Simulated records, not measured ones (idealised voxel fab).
You're looking at the process module voxel ribs on slabs.
Square cells of 5 nm make up the cross-section cut, whose width is 270 nm.
Cross-section, as written here: a square-cell grid given band by band from the top down, where a band holds one or more rows of cells.
It is stipulated that each band's entry specify, in nanometres, the height of the top of the band and then that of its bottom, followed by the materials of the band in left-to-right sequence, each together with its width in nanometres. A single material marked by the word "all across" is understood to fill the band from edge to edge; the word "air" is understood to denote empty space.
Height reference: 0 = level under which incoming wafer is all one material. Lowest band: no bottom, runs on downward, e.g. "from 0 down".
So if you see something like "30..40" for the width, read it as the top row of the band sitting at the first number and the bottom row at the second, with every row in between moving by the same amount as the last.
Basically "no modifications" means that step didn't change any cell in the cross-section.
Any empty space of 8 cells or more lacking an open way to the top shows up in "Closed internal cavities" as width x height at distance, distance from the left edge, in nm.
What comes after the settings on a step's line is commentary from the simulator itself on that step.
overlay nm, on a step with a mask: how far to the right of its planned place the mask lay; to the left if negative
Process steps - plan:
1) RECEIVE: material Si
2) DIRECTIONAL_DEP: material SiO2, thk nm 20
3) DIRECTIONAL_DEP: material polySi, thk nm 15
4) MASKED_ETCH: tone cover, mask id RIB, width nm 30, etch materials polySi, depth nm 5, overlay nm 0
5) PATTERN: tone cover, mask id SLAB, material resist, width nm 60, thk nm 15, overlay nm 0
6) DIRECTIONAL_ETCH: etch materials polySi, depth nm 10
7) STRIP: etch materials resist
8) FILL_DEP: material SiO2, thk nm 20
9) CMP: height nm 50
10) DIRECTIONAL_DEP: material W, thk nm 5
11) DIRECTIONAL_DEP: material aC, thk nm 10
12) PATTERN: tone cover, mask id HEATER, material resist, width nm 40, thk nm 25, overlay nm 0
13) DIRECTIONAL_ETCH: etch materials aC, depth nm 10
14) STRIP: etch materials resist
15) DIRECTIONAL_ETCH: etch materials W, depth nm 5
16) STRIP: etch materials aC
17) CONFORMAL_DEP: material SiO2, thk nm 5
Cross-section: wafer on arrival = after step 1:
  from 0 down | Si all across
  Closed internal cavities: none
Wafer cross-section at end of module: start and plan as shown above, one execution error:
  from 60 to 55 | 120 of SiO2, 30 of air, 120 of SiO2
  from 55 to 50 | 115 of W, 40 of SiO2, 115 of W
  from 50 to 35 | SiO2 all across
  from 35 to 30 | 120 of SiO2, 30 of polySi, 120 of SiO2
  from 30 to 20 | 105 of SiO2, 60 of polySi, 105 of SiO2
  from 20 to 0 | SiO2 all across
  from 0 down | Si all across
  Closed internal cavities: none
It is concluded that the wafer was processed incorrectly with respect to the plan, in that step 12 changed vs plan, executed as PATTERN: tone open, mask id HEATER, material resist, width nm 40, thk nm 25, overlay nm 0
